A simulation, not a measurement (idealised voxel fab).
Module name: voxel released beams (process module)
Cross-sectional view cut (width: 220 nm; square cell size: 5 nm).
If you're reading a cross-section in this doc, picture square cells in a grid; it comes to you as bands, top ones listed first down to the bottom, and a band can be one or more rows of cells. Heights first: top, then bottom, in nm. Then materials, left to right, each with a width in nm. "full width" on a single material: fills the band edge to edge. "empty": empty space. All heights in this document are referenced to 0, defined as the level beneath which the wafer, as received, consists entirely of one material. The lowest band is not bounded below; it extends indefinitely downward and is written in the form "0 down". A two-number width, for instance "30->40", indicates that the width is equal to the first number in the top row of the band and to the second number in the bottom row, and that it changes by a constant amount per row of cells. Step note "remained unchanged" = no cross-section cell changed. "Entrapped voids": sealed empty spaces, 8 cells or more, no open way to top, listed width x height at distance, with distance from the left edge and width, height and distance in nm. That trailing text on a step's line, after the settings, is the simulator's own remark on the step. Each step line may optionally specify "overlay nm", which for a step with a mask gives the rightward distance between the mask's planned place and where it lay, a negative value indicating the leftward direction.

### So here's the lineup of process steps we planned
1,RECEIVE,material Si
2,CONFORMAL_DEP,material SiN,thk nm 5
3,DIRECTIONAL_DEP,material SiO2,thk nm 20
4,PATTERN,tone open,mask id ANCHOR,material resist,width nm 45,thk nm 20,overlay nm 0
5,DIRECTIONAL_ETCH,etch materials SiO2,depth nm 20
6,STRIP,etch materials resist
7,CONFORMAL_DEP,material W,thk nm 15
8,PATTERN,tone cover,mask id BEAM,material resist,width nm 95,thk nm 20,overlay nm 0
9,DIRECTIONAL_ETCH,etch materials W,depth nm 15
10,STRIP,etch materials resist
11,STRIP,etch materials SiO2

### What follows covers the first of two wafers; it ran as planned

### Cross-sectional view of the wafer in its as-received condition, corresponding to the state after step 1
> 0 down  Si full width
> Entrapped voids: none

### Step 2 complete: cross-section through the wafer
> 5 to 0  SiN full width
> Nothing below the height 0 has changed.

### Step 3 complete: cross-section through the wafer
> 25 to 5  SiO2 full width
> Nothing below the height 5 has changed.

### Step 4 complete: cross-section through the wafer
> 45 to 25  65 of resist, then 45 of empty, then 110 of resist
> Nothing below the height 25 has changed.

### Step 5 complete: cross-section through the wafer
> 45 to 25  65 of resist, then 45 of empty, then 110 of resist
> 25 to 5  65 of SiO2, then 45 of empty, then 110 of SiO2
> Nothing below the height 5 has changed.

### Step 6 complete: cross-section through the wafer
> 25 to 5  65 of SiO2, then 45 of empty, then 110 of SiO2
> Nothing below the height 5 has changed.

### Step 7 complete: cross-section through the wafer
> 40 to 25  80 of W, then 15 of empty, then 125 of W
> 25 to 20  65 of SiO2, then 15 of W, then 15 of empty, then 15 of W, then 110 of SiO2
> 20 to 5  65 of SiO2, then 45 of W, then 110 of SiO2
> Nothing below the height 5 has changed.

### Step 8 complete: cross-section through the wafer
> 60 to 40  60 of empty, then 95 of resist, then 65 of empty
> 40 to 25  80 of W, then 15 of resist, then 125 of W
> 25 to 20  65 of SiO2, then 15 of W, then 15 of resist, then 15 of W, then 110 of SiO2
> Nothing below the height 20 has changed.

### Step 9 complete: cross-section through the wafer
> 60 to 40  60 of empty, then 95 of resist, then 65 of empty
> 40 to 25  60 of empty, then 20 of W, then 15 of resist, then 60 of W, then 65 of empty
> Nothing below the height 25 has changed.

### Step 10 complete: cross-section through the wafer
> 40 to 25  60 of empty, then 20 of W, then 15 of empty, then 60 of W, then 65 of empty
> 25 to 20  65 of SiO2, then 15 of W, then 15 of empty, then 15 of W, then 110 of SiO2
> Nothing below the height 20 has changed.

### Step 11 complete: cross-section through the wafer
> 40 to 25  60 of empty, then 20 of W, then 15 of empty, then 60 of W, then 65 of empty
> 25 to 20  65 of empty, then 15 of W, then 15 of empty, then 15 of W, then 110 of empty
> 20 to 5  65 of empty, then 45 of W, then 110 of empty
> Nothing below the height 5 has changed.

### The second wafer began exactly as the first did and followed the same plan, but one mistake was made while running it; through step 5 inclusive, the two wafers are identical

### Second wafer: cross-section at the scheduled end of step 6
> 0 down  Si full width

### Second wafer: cross-section at the scheduled end of step 7
> 15 to 0  W full width
> Nothing below the height 0 has changed.

### Second wafer: cross-section at the scheduled end of step 8
> 35 to 15  60 of empty, then 95 of resist, then 65 of empty
> Nothing below the height 15 has changed.

### Second wafer: cross-section at the scheduled end of step 9
> 35 to 15  60 of empty, then 95 of resist, then 65 of empty
> 15 to 0  60 of empty, then 95 of W, then 65 of empty
> Nothing below the height 0 has changed.

### Second wafer: cross-section at the scheduled end of step 10
> 15 to 0  60 of empty, then 95 of W, then 65 of empty
> Nothing below the height 0 has changed.

Second wafer: cross-section at the scheduled end of step 11: remained unchanged
Which mistake was made when the wafer was run? step 6 ran differently from the plan; actual operation with settings: STRIP,etch materials SiN
Per the end-of-run cell counts, the second wafer holds more or fewer of some materials than the first: -44 SiN; -24 W
